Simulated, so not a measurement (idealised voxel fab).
Proc. module: voxel ribs on slabs
Cross-section cut: width 240 nm, square cells of 5 nm.
In this document a cross-section is written as a grid of square cells. It is given as a series of bands, listed from the top down, and a band is one or more rows of cells.
Quick guide to a band line: top height, bottom height (nm) up front; then every material left to right with its width in nm. Only one material and it's marked "edge to edge"? Then it fills the band edge to edge. And "empty" just means empty space.
All heights in this document are referenced to 0, defined as the level beneath which the wafer, as received, consists entirely of one material. The lowest band is not bounded below; it extends indefinitely downward and is written in the form "0 nm and below".
A width such as "30 to 40" changes by the same amount from each row of cells to the next, from the band's top row to its bottom row.
"everything unchanged" -> step changed no cross-section cell.
Closed empty spaces (no open way to the top) of 8 cells or more are what "Closed cavities" lists, each as width x height at distance from the left edge, nm for all three.
Whatever follows a step's settings on its line is a remark the simulator itself makes about that step.
overlay nm: mask offset rightward from planned place, masked step; negative means leftward offset.

-- This section lists the process steps that were planned
step 1: RECEIVE: material Si
step 2: DIRECTIONAL_DEP: material SiO2, thk nm 20
step 3: DIRECTIONAL_DEP: material SiN, thk nm 20
step 4: MASKED_ETCH: tone cover, mask id RIB, width nm 20, etch materials SiN, depth nm 5, overlay nm 0
step 5: DIRECTIONAL_DEP: material aC, thk nm 10
step 6: PATTERN: tone cover, mask id SLAB, material resist, width nm 60, thk nm 25, overlay nm 0
step 7: DIRECTIONAL_ETCH: etch materials aC, depth nm 10
step 8: STRIP: etch materials resist
step 9: DIRECTIONAL_ETCH: etch materials SiN, depth nm 15
step 10: STRIP: etch materials aC
step 11: FILL_DEP: material SiO2, thk nm 25
step 12: CMP: height nm 55
step 13: DIRECTIONAL_DEP: material W, thk nm 5
step 14: DIRECTIONAL_DEP: material aC, thk nm 15
step 15: PATTERN: tone cover, mask id HEATER, material resist, width nm 30, thk nm 30, overlay nm 0
step 16: DIRECTIONAL_ETCH: etch materials aC, depth nm 15
step 17: STRIP: etch materials resist
step 18: DIRECTIONAL_ETCH: etch materials W, depth nm 5
step 19: STRIP: etch materials aC
step 20: CONFORMAL_DEP: material SiO2, thk nm 5

-- Cross-section of the wafer as it came to us, i.e., already through step 1
    0 nm and below = Si edge to edge
    Closed cavities: none

-- Same starting wafer, same plan as above, one mistake in the execution; this is the cross-section at the end of the module
    65 nm to 60 nm = 100 of empty; 40 of SiO2; 100 of empty
    60 nm to 55 nm = 105 of SiO2; 30 of W; 105 of SiO2
    55 nm to 20 nm = SiO2 edge to edge
    20 nm to 0 nm = SiN edge to edge
    0 nm and below = Si edge to edge
    Closed cavities: none
Which mistake was made when the wafer was run? ran 2 and 3 in swapped order versus the plan
